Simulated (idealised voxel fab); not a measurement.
process module | voxel capacitor over wiring
cross-section cut | 295 nm wide | cells 5 nm
A cross-section is a grid of square cells, given in bands from the top down. A band is one or more rows of cells.
Each band's line starts with the height of the band's top and of its bottom, in nm. Then come its materials from left to right, each with its width in nm. One material with "throughout" fills the band from edge to edge. "air" is empty space.
Height 0 is the level under which the wafer as received is all one material. The lowest band goes on downwards, as in "0 down".
A width such as "30 to 40" changes by the same amount from each row of cells to the next, from the band's top row to its bottom row.
"no change" after a step means that no cell of the cross-section changed.
closed voids: empty space of 8 cells or more with no open way to the top, each as width x height at its distance from the left edge, in nm
after a step's settings: what the simulator itself notes on the step
overlay nm, on a step with a mask: how far to the right of its planned place the mask lay; to the left if negative
plan
1 op RECEIVE | material Si
2 op CONFORMAL_DEP | material SiO2 | thk nm 15
3 op CONFORMAL_DEP | material SiCN | thk nm 5
4 op DIRECTIONAL_DEP | material SiO2 | thk nm 20
5 op MASKED_ETCH | tone open | mask id METAL_1 | width nm 20 | pitch nm 85 | etch materials SiO2 | depth nm 20 | overlay nm 0
6 op MASKED_ETCH | tone open | mask id METAL_1 | width nm 20 | pitch nm 85 | etch materials SiCN | depth nm 5 | overlay nm 0
7 op CONFORMAL_DEP | material TiN | thk nm 5
8 op FILL_DEP | material Cu | thk nm 10
9 op CMP | height nm 40
10 op CONFORMAL_DEP | material SiCN | thk nm 5
11 op DIRECTIONAL_DEP | material SiO2 | thk nm 10
12 op DIRECTIONAL_DEP | material aC | thk nm 15
13 op PATTERN | tone open | mask id PLUG_1 | material resist | width nm 15 | thk nm 35 | overlay nm 0
14 op DIRECTIONAL_ETCH | etch materials aC | depth nm 15
15 op STRIP | etch materials resist
16 op DIRECTIONAL_ETCH | etch materials SiO2 | depth nm 10
17 op DIRECTIONAL_ETCH | etch materials SiCN | depth nm 5
18 op STRIP | etch materials aC
19 op EPI | material Ru | thk nm 10
20 op EPI | material Ru | thk nm 5
21 op DIRECTIONAL_DEP | material TiN | thk nm 10
22 op DIRECTIONAL_DEP | material SiN | thk nm 5
23 op DIRECTIONAL_DEP | material TiN | thk nm 5
24 op DIRECTIONAL_DEP | material aC | thk nm 15
25 op PATTERN | tone cover | mask id UPPER_PLATE | material resist | width nm 70 | thk nm 30 | overlay nm 0
26 op DIRECTIONAL_ETCH | etch materials aC | depth nm 15
27 op STRIP | etch materials resist
28 op DIRECTIONAL_ETCH | etch materials TiN | depth nm 5
29 op DIRECTIONAL_ETCH | etch materials SiN | depth nm 5
30 op STRIP | etch materials aC
31 op DIRECTIONAL_DEP | material aC | thk nm 15
32 op PATTERN | tone cover | mask id LOWER_PLATE | material resist | width nm 80 | thk nm 30 | overlay nm 0
33 op DIRECTIONAL_ETCH | etch materials aC | depth nm 15
34 op STRIP | etch materials resist
35 op DIRECTIONAL_ETCH | etch materials TiN | depth nm 10
36 op STRIP | etch materials aC
37 op FILL_DEP | material SiO2 | thk nm 15
38 op CMP | height nm 85
39 op DIRECTIONAL_DEP | material aC | thk nm 10
40 op PATTERN | tone open | mask id PLUG_2 | material resist | width nm 15 | thk nm 25 | overlay nm 0
41 op DIRECTIONAL_ETCH | etch materials aC | depth nm 10
42 op STRIP | etch materials resist
43 op DIRECTIONAL_ETCH | etch materials SiO2 | depth nm 10
44 op STRIP | etch materials aC
45 op CONFORMAL_DEP | material TiN | thk nm 5
46 op FILL_DEP | material Cu | thk nm 5
47 op CMP | height nm 85
48 op CONFORMAL_DEP | material SiN | thk nm 5
as received, after step 1
  0 down: Si throughout
  closed voids: none
a wafer at the end: this start, this plan, one mistake
  90 to 85: SiN throughout
  85 to 80: SiO2 110 | TiN 5 | Cu 5 | TiN 5 | SiO2 170
  80 to 70: SiO2 110 to 100 | TiN 15 to 70 | SiO2 170 to 125
  70 to 65: SiO2 100 | SiN 70 | SiO2 125
  65 to 55: SiO2 95 | TiN 80 | SiO2 120
  55 to 45: SiO2 100 | Ru 15 | SiO2 180
  45 to 40: SiCN 100 | Ru 15 | SiCN 180
  40 to 35: TiN 100 | Cu 10 | TiN 75 | Cu 10 | TiN 100
  35 to 20: SiO2 95 | TiN 5 | Cu 10 | TiN 5 | SiO2 65 | TiN 5 | Cu 10 | TiN 5 | SiO2 95
  20 to 15: SiO2 95 | TiN 20 | SiO2 65 | TiN 20 | SiO2 95
  15 to 0: SiO2 throughout
  0 down: Si throughout
  closed voids: none
what went wrong: step 3 was left out
